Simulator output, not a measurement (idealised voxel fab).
process module | voxel trench capacitor
cross-section cut | 280 nm wide | cells 5 nm
A cross-section is a grid of square cells, given in bands from the top down. A band is one or more rows of cells.
Each band's line starts with the height of the band's top and of its bottom, in nm. Then come its materials from left to right, each with its width in nm. One material with "throughout" fills the band from edge to edge. "air" is empty space.
Height 0 is the level under which the wafer as received is all one material. The lowest band goes on downwards, as in "0 down".
A width such as "30 to 40" changes by the same amount from each row of cells to the next, from the band's top row to its bottom row.
"no change" after a step means that no cell of the cross-section changed.
closed voids: empty space of 8 cells or more with no open way to the top, each as width x height at its distance from the left edge, in nm
after a step's settings: what the simulator itself notes on the step
overlay nm, on a step with a mask: how far to the right of its planned place the mask lay; to the left if negative
plan
1 op RECEIVE | material Si
2 op CONFORMAL_DEP | material SiN | thk nm 10
3 op DIRECTIONAL_DEP | material aC | thk nm 15
4 op PATTERN | tone open | mask id TRENCH | material resist | width nm 30 | pitch nm 45 | thk nm 35 | overlay nm 0
5 op DIRECTIONAL_ETCH | etch materials aC | depth nm 15
6 op STRIP | etch materials resist
7 op DIRECTIONAL_ETCH | etch materials SiN | depth nm 10
8 op DIRECTIONAL_ETCH | etch materials Si | depth nm 30
9 op STRIP | etch materials aC
10 op CONFORMAL_DEP | material HfO2 | thk nm 5
11 op CONFORMAL_DEP | material TiN | thk nm 5
12 op FILL_DEP | material W | thk nm 10
13 op CMP | height nm 10
as received, after step 1
  0 down: Si throughout
  closed voids: none
first wafer at the end, as planned
  10 to 0: SiN 100 | HfO2 5 | TiN 5 | W 10 | TiN 5 | HfO2 5 | SiN 15 | HfO2 5 | TiN 5 | W 10 | TiN 5 | HfO2 5 | SiN 105
  0 to -20: Si 100 | HfO2 5 | TiN 5 | W 10 | TiN 5 | HfO2 5 | Si 15 | HfO2 5 | TiN 5 | W 10 | TiN 5 | HfO2 5 | Si 105
  -20 to -25: Si 100 | HfO2 5 | TiN 20 | HfO2 5 | Si 15 | HfO2 5 | TiN 20 | HfO2 5 | Si 105
  -25 to -30: Si 100 | HfO2 30 | Si 15 | HfO2 30 | Si 105
  -30 down: Si throughout
  closed voids: none
second wafer at the end: like start, like plan, one mistake
  10 to 0: SiN 100 | aC 5 | TiN 5 | W 10 | TiN 5 | aC 5 | SiN 15 | aC 5 | TiN 5 | W 10 | TiN 5 | aC 5 | SiN 105
  0 to -20: Si 100 | aC 5 | TiN 5 | W 10 | TiN 5 | aC 5 | Si 15 | aC 5 | TiN 5 | W 10 | TiN 5 | aC 5 | Si 105
  -20 to -25: Si 100 | aC 5 | TiN 20 | aC 5 | Si 15 | aC 5 | TiN 20 | aC 5 | Si 105
  -25 to -30: Si 100 | aC 30 | Si 15 | aC 30 | Si 105
  -30 down: Si throughout
  closed voids: none
what went wrong: step 10 ran as: op CONFORMAL_DEP | material aC | thk nm 5
at the end the second wafer has, in cells: 40 fewer of HfO2 | 40 more of aC
